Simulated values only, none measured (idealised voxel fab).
The name of this process module is voxel spacer lines.
FYI the section here is cut, 280 nm wide, cells are 5 nm squares.
Cross-section, as written here: a square-cell grid given band by band from the top down, where a band holds one or more rows of cells.
The entry gives the band's vertical extent as a top height and a bottom height in nm, then its horizontal make-up as materials from left to right, each with a width in nm. "blank" stands for empty space; a single material marked "throughout" fills the band edge to edge.
The reference from which all heights are counted is 0, the level beneath which the as-received wafer is entirely one material; the lowest band, having no lower bound, proceeds downward and is written after the example "0 nm and below".
Top row gets the first number, bottom row gets the second, and each row in between changes by the same step: that is how a band width like "30 to 40" works.
Any step labelled "same as before" changed none of the cells in the cross-section.
"Sealed voids" means: voids of 8 cells or more that are shut off from the top with no open way through. Written width x height at distance, distance from the left edge, in nm.
Read whatever lies past the settings on a step's line as the simulator's own remark about the step.
Regarding "overlay nm": on a step with a mask, it is the distance the mask lay to the right of its planned place; a negative value places it to the left.
[Planned step list for the process]
1. op RECEIVE | material Si
2. op CONFORMAL_DEP | material Al2O3 | thk nm 10
3. op DIRECTIONAL_DEP | material W | thk nm 10
4. op DIRECTIONAL_DEP | material polySi | thk nm 20
5. op PATTERN | tone cover | mask id MANDREL | material resist | width nm 15 | pitch nm 50 | thk nm 25 | overlay nm 0
6. op DIRECTIONAL_ETCH | etch materials polySi | depth nm 20
7. op STRIP | etch materials resist
8. op CONFORMAL_DEP | material SiO2 | thk nm 10
9. op DIRECTIONAL_ETCH | etch materials SiO2 | depth nm 10
10. op STRIP | etch materials polySi
11. op DIRECTIONAL_ETCH | etch materials W | depth nm 10
12. op STRIP | etch materials SiO2
13. op FILL_DEP | material lowk | thk nm 5
14. op CMP | height nm 20
[What follows covers the first of two wafers; it ran as planned]
[Cross-sectional view of the wafer in its as-received condition, corresponding to the state after step 1]
* 0 nm and below = Si throughout
* Sealed voids: none
[Cross-sectional representation of the wafer at the conclusion of step 2]
* 10 nm to 0 nm = Al2O3 throughout
* Below a height of 0, the structure has not been altered.
[Cross-sectional representation of the wafer at the conclusion of step 3]
* 20 nm to 10 nm = W throughout
* Below a height of 10, the structure has not been altered.
[Cross-sectional representation of the wafer at the conclusion of step 4]
* 40 nm to 20 nm = polySi throughout
* Below a height of 20, the structure has not been altered.
[Cross-sectional representation of the wafer at the conclusion of step 5]
* 65 nm to 40 nm = 105 of blank, then 15 of resist, then 35 of blank, then 15 of resist, then 110 of blank
* Below a height of 40, the structure has not been altered.
[Cross-sectional representation of the wafer at the conclusion of step 6]
* 65 nm to 40 nm = 105 of blank, then 15 of resist, then 35 of blank, then 15 of resist, then 110 of blank
* 40 nm to 20 nm = 105 of blank, then 15 of polySi, then 35 of blank, then 15 of polySi, then 110 of blank
* Below a height of 20, the structure has not been altered.
[Cross-sectional representation of the wafer at the conclusion of step 7]
* 40 nm to 20 nm = 105 of blank, then 15 of polySi, then 35 of blank, then 15 of polySi, then 110 of blank
* Below a height of 20, the structure has not been altered.
[Cross-sectional representation of the wafer at the conclusion of step 8]
* 50 nm to 40 nm = 95 of blank, then 35 of SiO2, then 15 of blank, then 35 of SiO2, then 100 of blank
* 40 nm to 30 nm = 95 of blank, then 10 of SiO2, then 15 of polySi, then 10 of SiO2, then 15 of blank, then 10 of SiO2, then 15 of polySi, then 10 of SiO2, then 100 of blank
* 30 nm to 20 nm = 105 of SiO2, then 15 of polySi, then 35 of SiO2, then 15 of polySi, then 110 of SiO2
* Below a height of 20, the structure has not been altered.
[Cross-sectional representation of the wafer at the conclusion of step 9]
* 40 nm to 20 nm = 95 of blank, then 10 of SiO2, then 15 of polySi, then 10 of SiO2, then 15 of blank, then 10 of SiO2, then 15 of polySi, then 10 of SiO2, then 100 of blank
* Below a height of 20, the structure has not been altered.
[Cross-sectional representation of the wafer at the conclusion of step 10]
* 40 nm to 20 nm = 95 of blank, then 10 of SiO2, then 15 of blank, then 10 of SiO2, then 15 of blank, then 10 of SiO2, then 15 of blank, then 10 of SiO2, then 100 of blank
* Below a height of 20, the structure has not been altered.
[Cross-sectional representation of the wafer at the conclusion of step 11]
* 40 nm to 20 nm = 95 of blank, then 10 of SiO2, then 15 of blank, then 10 of SiO2, then 15 of blank, then 10 of SiO2, then 15 of blank, then 10 of SiO2, then 100 of blank
* 20 nm to 10 nm = 95 of blank, then 10 of W, then 15 of blank, then 10 of W, then 15 of blank, then 10 of W, then 15 of blank, then 10 of W, then 100 of blank
* Below a height of 10, the structure has not been altered.
[Cross-sectional representation of the wafer at the conclusion of step 12]
* 20 nm to 10 nm = 95 of blank, then 10 of W, then 15 of blank, then 10 of W, then 15 of blank, then 10 of W, then 15 of blank, then 10 of W, then 100 of blank
* Below a height of 10, the structure has not been altered.
[Cross-sectional representation of the wafer at the conclusion of step 13]
* 25 nm to 20 nm = lowk throughout
* 20 nm to 10 nm = 95 of lowk, then 10 of W, then 15 of lowk, then 10 of W, then 15 of lowk, then 10 of W, then 15 of lowk, then 10 of W, then 100 of lowk
* Below a height of 10, the structure has not been altered.
[Cross-sectional representation of the wafer at the conclusion of step 14]
* 20 nm to 10 nm = 95 of lowk, then 10 of W, then 15 of lowk, then 10 of W, then 15 of lowk, then 10 of W, then 15 of lowk, then 10 of W, then 100 of lowk
* Below a height of 10, the structure has not been altered.
[For the second wafer, take the first wafer's start and plan, then add one mistake made in running it; everything through step 9, that step included, is shared with the first]
[Look at the second wafer in cross-section at the time step 10 ought to have finished]
* 40 nm to 20 nm = 95 of blank, then 10 of SiO2, then 15 of blank, then 10 of SiO2, then 15 of blank, then 10 of SiO2, then 15 of blank, then 10 of SiO2, then 100 of blank
* Below a height of 20, the structure has not been altered.
[Look at the second wafer in cross-section at the time step 11 ought to have finished]
* 40 nm to 20 nm = 95 of blank, then 10 of SiO2, then 15 of blank, then 10 of SiO2, then 15 of blank, then 10 of SiO2, then 15 of blank, then 10 of SiO2, then 100 of blank
* 20 nm to 10 nm = 95 of blank, then 10 of W, then 15 of blank, then 10 of W, then 15 of blank, then 10 of W, then 15 of blank, then 10 of W, then 100 of blank
* Below a height of 10, the structure has not been altered.
[Look at the second wafer in cross-section at the time step 12 ought to have finished]
* 20 nm to 10 nm = 95 of blank, then 10 of W, then 15 of blank, then 10 of W, then 15 of blank, then 10 of W, then 15 of blank, then 10 of W, then 100 of blank
* Below a height of 10, the structure has not been altered.
[Look at the second wafer in cross-section at the time step 13 ought to have finished]
* 25 nm to 20 nm = lowk throughout
* 20 nm to 10 nm = 95 of lowk, then 10 of W, then 15 of lowk, then 10 of W, then 15 of lowk, then 10 of W, then 15 of lowk, then 10 of W, then 100 of lowk
* Below a height of 10, the structure has not been altered.
[Look at the second wafer in cross-section at the time step 14 ought to have finished]
* 20 nm to 10 nm = 95 of lowk, then 10 of W, then 15 of lowk, then 10 of W, then 15 of lowk, then 10 of W, then 15 of lowk, then 10 of W, then 100 of lowk
* Below a height of 10, the structure has not been altered.
what went wrong: the plan's step 10 ran twice
It should be noted that the final cross-sections of the two wafers coincide, and the mistake therefore has no effect on the output of this model.
